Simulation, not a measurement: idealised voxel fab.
process module | voxel tone inversion
cross-section cut | 300 nm wide | cells 5 nm
A cross-section is a grid of square cells, given in bands from the top down. A band is one or more rows of cells.
Each band's line starts with the height of the band's top and of its bottom, in nm. Then come its materials from left to right, each with its width in nm. One material with "throughout" fills the band from edge to edge. "air" is empty space.
Height 0 is the level under which the wafer as received is all one material. The lowest band goes on downwards, as in "0 down".
A width such as "30 to 40" changes by the same amount from each row of cells to the next, from the band's top row to its bottom row.
"no change" after a step means that no cell of the cross-section changed.
closed voids: empty space of 8 cells or more with no open way to the top, each as width x height at its distance from the left edge, in nm
after a step's settings: what the simulator itself notes on the step
overlay nm, on a step with a mask: how far to the right of its planned place the mask lay; to the left if negative
plan
1 op RECEIVE | material Si
2 op CONFORMAL_DEP | material SiCN | thk nm 10
3 op DIRECTIONAL_DEP | material polySi | thk nm 20
4 op PATTERN | tone cover | mask id POSTS | material resist | width nm 25 | pitch nm 55 | thk nm 30 | overlay nm 0
5 op DIRECTIONAL_ETCH | etch materials polySi | depth nm 20
6 op STRIP | etch materials resist
7 op FILL_DEP | material SiO2 | thk nm 10
8 op CMP | height nm 30
9 op STRIP | etch materials polySi
10 op CONFORMAL_DEP | material TiN | thk nm 5
11 op FILL_DEP | material Cu | thk nm 10
12 op CMP | height nm 30
13 op CONFORMAL_DEP | material SiN | thk nm 5
as received, after step 1
  0 down: Si throughout
  closed voids: none
a wafer at the end: this start, this plan, one mistake
  35 to 30: SiN throughout
  30 to 15: SiO2 45 | TiN 5 | Cu 15 | TiN 5 | SiO2 30 | TiN 5 | Cu 15 | TiN 5 | SiO2 30 | TiN 5 | Cu 15 | TiN 5 | SiO2 30 | TiN 5 | Cu 15 | TiN 5 | SiO2 65
  15 to 10: SiO2 45 | TiN 25 | SiO2 30 | TiN 25 | SiO2 30 | TiN 25 | SiO2 30 | TiN 25 | SiO2 65
  10 to 0: SiCN throughout
  0 down: Si throughout
  closed voids: none
what went wrong: step 4 ran as: op PATTERN | tone cover | mask id POSTS | material resist | width nm 25 | pitch nm 55 | thk nm 30 | overlay nm -10
